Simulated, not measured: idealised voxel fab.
Process module heading - voxel self aligned vias
Cross-sectional view cut (width: 180 nm; square cell size: 5 nm).
Think of the cross-section as a grid of square cells. We describe it in bands, top to bottom, and each band covers one or more rows of those cells. Band entry format. Leading values: height of top, height of bottom, nm. Remainder: materials in left-to-right order, each with its width in nm. Special words: "throughout" on a single material, which then fills the band edge to edge; "air", empty space. For the purposes of this specification, 0 denotes the height below which the wafer in its as-received condition is composed wholly of one material, and the lowermost band, lacking a lower limit, extends downward without end, as expressed in "0 and below". The notation "30->40" denotes a width that varies across the rows of cells in the band, beginning at the first number in the top row, finishing at the second number in the bottom row, and changing by an identical amount from each row to the next. Take "everything unchanged" at face value: in the step it is given for, the cross-section changed in none of its cells. Empty spaces counting at least 8 cells and having no open way to the top are listed in "Fully closed voids". The notation width x height at distance is used for each, the distance being from the left edge and all three values in nm. What comes after the settings on a step's line is commentary from the simulator itself on that step. "overlay nm", when on a step's line for a step with a mask, measures how far to the right of its planned place the mask lay; a negative measure means to the left.

**Process steps foreseen in the plan**
| 1 | RECEIVE (material Si) |
| 2 | CONFORMAL_DEP (material SiO2; thk nm 10) |
| 3 | CONFORMAL_DEP (material SiCN; thk nm 5) |
| 4 | DIRECTIONAL_DEP (material SiO2; thk nm 20) |
| 5 | MASKED_ETCH (tone open; mask id LINES; width nm 25; pitch nm 70; etch materials SiO2; depth nm 20; overlay nm 0) |
| 6 | CONFORMAL_DEP (material TiN; thk nm 5) |
| 7 | FILL_DEP (material W; thk nm 10) |
| 8 | CMP (height nm 35) |
| 9 | SELECTIVE_ETCH (etch materials W Ru TiN; depth nm 5) |
| 10 | FILL_DEP (material SiN; thk nm 10) |
| 11 | CMP (height nm 35) |
| 12 | DIRECTIONAL_DEP (material SiO2; thk nm 20) |
| 13 | PATTERN (tone open; mask id VIAS; material resist; width nm 35; pitch nm 70; thk nm 15; overlay nm 0) |
| 14 | DIRECTIONAL_ETCH (etch materials SiO2; depth nm 20) |
| 15 | DIRECTIONAL_ETCH (etch materials SiN; depth nm 5) |
| 16 | STRIP (etch materials resist) |
| 17 | CONFORMAL_DEP (material TiN; thk nm 5) |
| 18 | FILL_DEP (material Cu; thk nm 10) |
| 19 | CMP (height nm 55) |
| 20 | CONFORMAL_DEP (material SiN; thk nm 5) |
Keep in mind the plan's value for the width nm of step 13 comes from the first wafer; the wafers don't share that setting, but they do share the same starting point.

**Cross-section of the first incoming wafer of several, state after step 1**
- 0 and below = Si throughout
- Fully closed voids: none

**Take any row and you have a wafer at the end of the module: how many cells of each material it has gained (+) or lost (-) since it was received, and then its closed voids**
width nm 35 | +36 Cu | +36 SiCN | +36 SiN | +264 SiO2 | +48 TiN | +12 W | Fully closed voids: none
width nm 40 | +42 Cu | +36 SiCN | +36 SiN | +256 SiO2 | +50 TiN | +12 W | Fully closed voids: none
width nm 45 | +48 Cu | +36 SiCN | +36 SiN | +248 SiO2 | +52 TiN | +12 W | Fully closed voids: none
width nm 50 | +54 Cu | +36 SiCN | +36 SiN | +240 SiO2 | +54 TiN | +12 W | Fully closed voids: none
width nm 55 | +60 Cu | +36 SiCN | +36 SiN | +232 SiO2 | +56 TiN | +12 W | Fully closed voids: none
